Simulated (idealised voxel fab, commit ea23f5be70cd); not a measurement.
Process module heading - voxel tone inversion
Section shown: cut. Width: 140 nm. Cell size: 5 nm, square.
Cross-section layout: square cells on a grid; listed as bands, top to bottom; a band spans one or more cell rows.
Look at the band entry: it leads with the top's height and the bottom's height in nm. Then it lists the materials left to right, with a width in nm for each. The word "edge to edge" on a single material says that material fills the band edge to edge. The word "empty" is empty space.
Height 0 is the level under which the wafer as received is all one material. The lowest band goes on downwards, as in "0 and below".
A two-number width, for instance "30->40", indicates that the width is equal to the first number in the top row of the band and to the second number in the bottom row, and that it changes by a constant amount per row of cells.
Take "remains unaltered" at face value: in the step it is given for, the cross-section changed in none of its cells.
Empty spaces without an open route to the top, at least 8 cells in extent, make up the entry "Trapped voids"; each is given as width x height at distance, where the distance is measured from the left edge, and all are in nm.
The remark found on a step's line after its settings is issued by the simulator itself and pertains to that step.
Among the settings permitted on a step's line is "overlay nm"; applied to a step with a mask, it specifies the extent to which the mask lay to the right of its planned position, whereas a negative figure signifies a position to the left.

**Intended process steps**
| 1 | op RECEIVE | material Si |
| 2 | op CONFORMAL_DEP | material SiCN | thk nm 5 |
| 3 | op DIRECTIONAL_DEP | material aC | thk nm 20 |
| 4 | op PATTERN | tone cover | mask id POSTS | material resist | width nm 25 | pitch nm 40 | thk nm 25 | overlay nm 0 |
| 5 | op DIRECTIONAL_ETCH | etch materials aC | depth nm 20 |
| 6 | op STRIP | etch materials resist |
| 7 | op FILL_DEP | material lowk | thk nm 10 |
| 8 | op CMP | height nm 25 |
| 9 | op STRIP | etch materials aC |

**What follows covers the first of two wafers; it ran as planned**

**Cross-section: wafer on arrival = after step 1**
	0 and below = Si edge to edge
	Trapped voids: none

**The wafer in cross-section once step 2 is complete**
	5 down to 0 = SiCN edge to edge
	Heights below 0 show no change.

**The wafer in cross-section once step 3 is complete**
	25 down to 5 = aC edge to edge
	Heights below 5 show no change.

**The wafer in cross-section once step 4 is complete**
	50 down to 25 = empty: 15 / resist: 25 / empty: 15 / resist: 25 / empty: 15 / resist: 25 / empty: 20
	Heights below 25 show no change.

**The wafer in cross-section once step 5 is complete**
	30 down to 25 = empty: 15 / resist: 25 / empty: 15 / resist: 25 / empty: 15 / resist: 25 / empty: 20
	25 down to 5 = empty: 15 / aC: 25 / empty: 15 / aC: 25 / empty: 15 / aC: 25 / empty: 20
	Heights below 5 show no change.

**The wafer in cross-section once step 6 is complete**
	25 down to 5 = empty: 15 / aC: 25 / empty: 15 / aC: 25 / empty: 15 / aC: 25 / empty: 20
	Heights below 5 show no change.

**The wafer in cross-section once step 7 is complete**
	35 down to 25 = lowk edge to edge
	25 down to 5 = lowk: 15 / aC: 25 / lowk: 15 / aC: 25 / lowk: 15 / aC: 25 / lowk: 20
	Heights below 5 show no change.

**The wafer in cross-section once step 8 is complete**
	25 down to 5 = lowk: 15 / aC: 25 / lowk: 15 / aC: 25 / lowk: 15 / aC: 25 / lowk: 20
	Heights below 5 show no change.

**The wafer in cross-section once step 9 is complete**
	25 down to 5 = lowk: 15 / empty: 25 / lowk: 15 / empty: 25 / lowk: 15 / empty: 25 / lowk: 20
	Heights below 5 show no change.

**Companion wafer, the second of two: same beginning, same intended sequence, one mistake in carrying it out; through step 3 inclusive it tracks the first exactly**

**Second wafer, cut view, end of step 4 per plan**
	50 down to 25 = empty: 20 / resist: 25 / empty: 15 / resist: 25 / empty: 15 / resist: 25 / empty: 15
	Heights below 25 show no change.

**Second wafer, cut view, end of step 5 per plan**
	30 down to 25 = empty: 20 / resist: 25 / empty: 15 / resist: 25 / empty: 15 / resist: 25 / empty: 15
	25 down to 5 = empty: 20 / aC: 25 / empty: 15 / aC: 25 / empty: 15 / aC: 25 / empty: 15
	Heights below 5 show no change.

**Second wafer, cut view, end of step 6 per plan**
	25 down to 5 = empty: 20 / aC: 25 / empty: 15 / aC: 25 / empty: 15 / aC: 25 / empty: 15
	Heights below 5 show no change.

**Second wafer, cut view, end of step 7 per plan**
	35 down to 25 = lowk edge to edge
	25 down to 5 = lowk: 20 / aC: 25 / lowk: 15 / aC: 25 / lowk: 15 / aC: 25 / lowk: 15
	Heights below 5 show no change.

**Second wafer, cut view, end of step 8 per plan**
	25 down to 5 = lowk: 20 / aC: 25 / lowk: 15 / aC: 25 / lowk: 15 / aC: 25 / lowk: 15
	Heights below 5 show no change.

**Second wafer, cut view, end of step 9 per plan**
	25 down to 5 = lowk: 20 / empty: 25 / lowk: 15 / empty: 25 / lowk: 15 / empty: 25 / lowk: 15
	Heights below 5 show no change.
Error vs. plan: rather than as planned, step 4 actually ran as op PATTERN | tone cover | mask id POSTS | material resist | width nm 25 | pitch nm 40 | thk nm 25 | overlay nm 5
Both wafers, final: cells per material equal; arrangement not.
